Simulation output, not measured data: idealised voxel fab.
You're looking at the process module voxel released beams.
Cross-section cut spans 160 nm and uses square cells 5 nm in size.
Heads up, the way a cross-section reads in here is a grid of square cells, handed over as bands from the top down, with every band being one or more rows of cells.
The entry gives the band's vertical extent as a top height and a bottom height in nm, then its horizontal make-up as materials from left to right, each with a width in nm. "air" stands for empty space; a single material marked "everywhere" fills the band edge to edge.
Basically, 0 is our baseline, since under it the wafer straight out of the box is all one material. The bottom band has no lower end and keeps on going down, so it looks like "0 -> down".
It should be noted that a width expressed as "30..40" varies in equal increments from row to row of cells within the band, taking the value of the first number at the top row and that of the second number at the bottom row.
For the purposes of this document, the phrase "same as before" attached to a step denotes that no cell within the cross-section was modified by that step.
Each empty space that has no open way to the top and spans at least 8 cells appears under "Closed void inventory" as width x height at distance, the distance counted from the left edge, all in nm.
Step line, after settings: the simulator's comment on this step.
overlay nm: on a step with a mask, how far right of its planned place the mask lay; negative means left.
Listed below are the process steps as planned
- 1: RECEIVE,material Si
- 2: CONFORMAL_DEP,material Al2O3,thk nm 10
- 3: DIRECTIONAL_DEP,material SiO2,thk nm 20
- 4: PATTERN,tone open,mask id ANCHOR,material resist,width nm 20,thk nm 15,overlay nm 0
- 5: DIRECTIONAL_ETCH,etch materials SiO2,depth nm 20
- 6: STRIP,etch materials resist
- 7: CONFORMAL_DEP,material SiN,thk nm 10
- 8: PATTERN,tone cover,mask id BEAM,material resist,width nm 115,thk nm 20,overlay nm 0
- 9: DIRECTIONAL_ETCH,etch materials SiN,depth nm 10
- 10: STRIP,etch materials resist
- 11: STRIP,etch materials SiO2
Be aware that, although all wafers share a common starting state, the width nm at step 4 differs among them, and the plan displays the first wafer's value.
As-received state after step 1, first of several wafers, cross-section
* 0 -> down | Si everywhere
* Closed void inventory: none
Where each wafer stands at the end of the module, a row apiece: cells of each material gained (+) or lost (-) since it was received, then closed voids
width nm 20, +64 Al2O3, +62 SiN, Closed void inventory: none
width nm 25, +64 Al2O3, +62 SiN, Closed void inventory: none
width nm 30, +64 Al2O3, +62 SiN, Closed void inventory: none
width nm 35, +64 Al2O3, +62 SiN, Closed void inventory: none
width nm 40, +64 Al2O3, +62 SiN, Closed void inventory: none
width nm 45, +64 Al2O3, +62 SiN, Closed void inventory: none
